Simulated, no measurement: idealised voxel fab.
process module | voxel tone inversion
cross-section cut | 235 nm wide | cells 5 nm
A cross-section is a grid of square cells, given in bands from the top down. A band is one or more rows of cells.
Each band's line starts with the height of the band's top and of its bottom, in nm. Then come its materials from left to right, each with its width in nm. One material with "throughout" fills the band from edge to edge. "air" is empty space.
Height 0 is the level under which the wafer as received is all one material. The lowest band goes on downwards, as in "0 down".
A width such as "30 to 40" changes by the same amount from each row of cells to the next, from the band's top row to its bottom row.
"no change" after a step means that no cell of the cross-section changed.
closed voids: empty space of 8 cells or more with no open way to the top, each as width x height at its distance from the left edge, in nm
after a step's settings: what the simulator itself notes on the step
overlay nm, on a step with a mask: how far to the right of its planned place the mask lay; to the left if negative
plan
1 op RECEIVE | material Si
2 op CONFORMAL_DEP | material SiCN | thk nm 5
3 op DIRECTIONAL_DEP | material aC | thk nm 15
4 op PATTERN | tone cover | mask id POSTS | material resist | width nm 20 | pitch nm 45 | thk nm 25 | overlay nm 0
5 op DIRECTIONAL_ETCH | etch materials aC | depth nm 15
6 op STRIP | etch materials resist
7 op FILL_DEP | material SiO2 | thk nm 5
8 op CMP | height nm 20
9 op STRIP | etch materials aC
10 op CONFORMAL_DEP | material TiN | thk nm 5
11 op FILL_DEP | material W | thk nm 10
12 op CMP | height nm 20
13 op CONFORMAL_DEP | material SiN | thk nm 5
as received, after step 1
  0 down: Si throughout
  closed voids: none
first wafer at the end, as planned
  25 to 20: SiN throughout
  20 to 10: SiO2 85 | TiN 5 | W 10 | TiN 5 | SiO2 25 | TiN 5 | W 10 | TiN 5 | SiO2 85
  10 to 5: SiO2 85 | TiN 20 | SiO2 25 | TiN 20 | SiO2 85
  5 to 0: SiCN throughout
  0 down: Si throughout
  closed voids: none
second wafer at the end: like start, like plan, one mistake
  25 to 20: SiN throughout
  20 to 10: SiO2 80 | TiN 5 | W 20 | TiN 5 | SiO2 15 | TiN 5 | W 20 | TiN 5 | SiO2 80
  10 to 5: SiO2 80 | TiN 30 | SiO2 15 | TiN 30 | SiO2 80
  5 to 0: SiCN throughout
  0 down: Si throughout
  closed voids: none
what went wrong: step 4 ran as: op PATTERN | tone cover | mask id POSTS | material resist | width nm 30 | pitch nm 45 | thk nm 25 | overlay nm 0
at the end the second wafer has, in cells: 12 fewer of SiO2 | 4 more of TiN | 8 more of W
